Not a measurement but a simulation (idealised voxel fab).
process module | voxel air gaps
cross-section cut | 175 nm wide | cells 5 nm
A cross-section is a grid of square cells, given in bands from the top down. A band is one or more rows of cells.
Each band's line starts with the height of the band's top and of its bottom, in nm. Then come its materials from left to right, each with its width in nm. One material with "throughout" fills the band from edge to edge. "air" is empty space.
Height 0 is the level under which the wafer as received is all one material. The lowest band goes on downwards, as in "0 down".
A width such as "30 to 40" changes by the same amount from each row of cells to the next, from the band's top row to its bottom row.
"no change" after a step means that no cell of the cross-section changed.
closed voids: empty space of 8 cells or more with no open way to the top, each as width x height at its distance from the left edge, in nm
after a step's settings: what the simulator itself notes on the step
overlay nm, on a step with a mask: how far to the right of its planned place the mask lay; to the left if negative
plan
1 op RECEIVE | material Si
2 op CONFORMAL_DEP | material SiO2 | thk nm 15
3 op CONFORMAL_DEP | material SiCN | thk nm 5
4 op DIRECTIONAL_DEP | material SiO2 | thk nm 30
5 op DIRECTIONAL_DEP | material aC | thk nm 15
6 op PATTERN | tone open | mask id LINES | material resist | width nm 25 | pitch nm 50 | thk nm 35 | overlay nm 0
7 op DIRECTIONAL_ETCH | etch materials aC | depth nm 15
8 op STRIP | etch materials resist
9 op DIRECTIONAL_ETCH | etch materials SiO2 | depth nm 30
10 op STRIP | etch materials aC
11 op CONFORMAL_DEP | material TiN | thk nm 5
12 op FILL_DEP | material Cu | thk nm 10
13 op CMP | height nm 50
14 op EPI | material Ru | thk nm 10
15 op SELECTIVE_ETCH | etch materials SiO2 | depth nm 40
16 op CONFORMAL_DEP | material SiCN | thk nm 5
as received, after step 1
  0 down: Si throughout
  closed voids: none
first wafer at the end, as planned
  65 to 60: air 10 | SiCN 155 | air 10
  60 to 50: air 10 | SiCN 5 | Ru 45 | SiCN 5 | Ru 45 | SiCN 5 | Ru 45 | SiCN 5 | air 10
  50 to 45: air 10 | SiCN 15 | TiN 5 | Cu 15 | TiN 5 | SiCN 25 | TiN 5 | Cu 15 | TiN 5 | SiCN 25 | TiN 5 | Cu 15 | TiN 5 | SiCN 15 | air 10
  45 to 25: air 20 | SiCN 5 | TiN 5 | Cu 15 | TiN 5 | SiCN 5 | air 15 | SiCN 5 | TiN 5 | Cu 15 | TiN 5 | SiCN 5 | air 15 | SiCN 5 | TiN 5 | Cu 15 | TiN 5 | SiCN 5 | air 20
  25 to 20: SiCN 25 | TiN 25 | SiCN 25 | TiN 25 | SiCN 25 | TiN 25 | SiCN 25
  20 to 15: SiCN throughout
  15 to 0: SiO2 throughout
  0 down: Si throughout
  closed voids: 15 x 20 at 55; 15 x 20 at 105
second wafer at the end: like start, like plan, one mistake
  65 to 60: air 10 | SiCN 155 | air 10
  60 to 50: air 10 | SiCN 5 | Ru 45 | SiCN 5 | Ru 45 | SiCN 5 | Ru 45 | SiCN 5 | air 10
  50 to 45: air 10 | SiCN 15 | TiN 5 | Cu 15 | TiN 5 | SiCN 25 | TiN 5 | Cu 15 | TiN 5 | SiCN 25 | TiN 5 | Cu 15 | TiN 5 | SiCN 15 | air 10
  45 to 35: air 20 | SiCN 5 | TiN 5 | Cu 15 | TiN 5 | SiCN 5 | air 15 | SiCN 5 | TiN 5 | Cu 15 | TiN 5 | SiCN 5 | air 15 | SiCN 5 | TiN 5 | Cu 15 | TiN 5 | SiCN 5 | air 20
  35 to 30: SiCN 25 | TiN 25 | SiCN 25 | TiN 25 | SiCN 25 | TiN 25 | SiCN 25
  30 to 15: SiCN throughout
  15 to 0: SiO2 throughout
  0 down: Si throughout
  closed voids: none
what went wrong: step 3 ran as: op CONFORMAL_DEP | material SiCN | thk nm 15
at the end the second wafer has, in cells: 18 fewer of Cu | 58 more of SiCN | 12 fewer of TiN
closed voids at the end (first wafer, second wafer): 2, 0
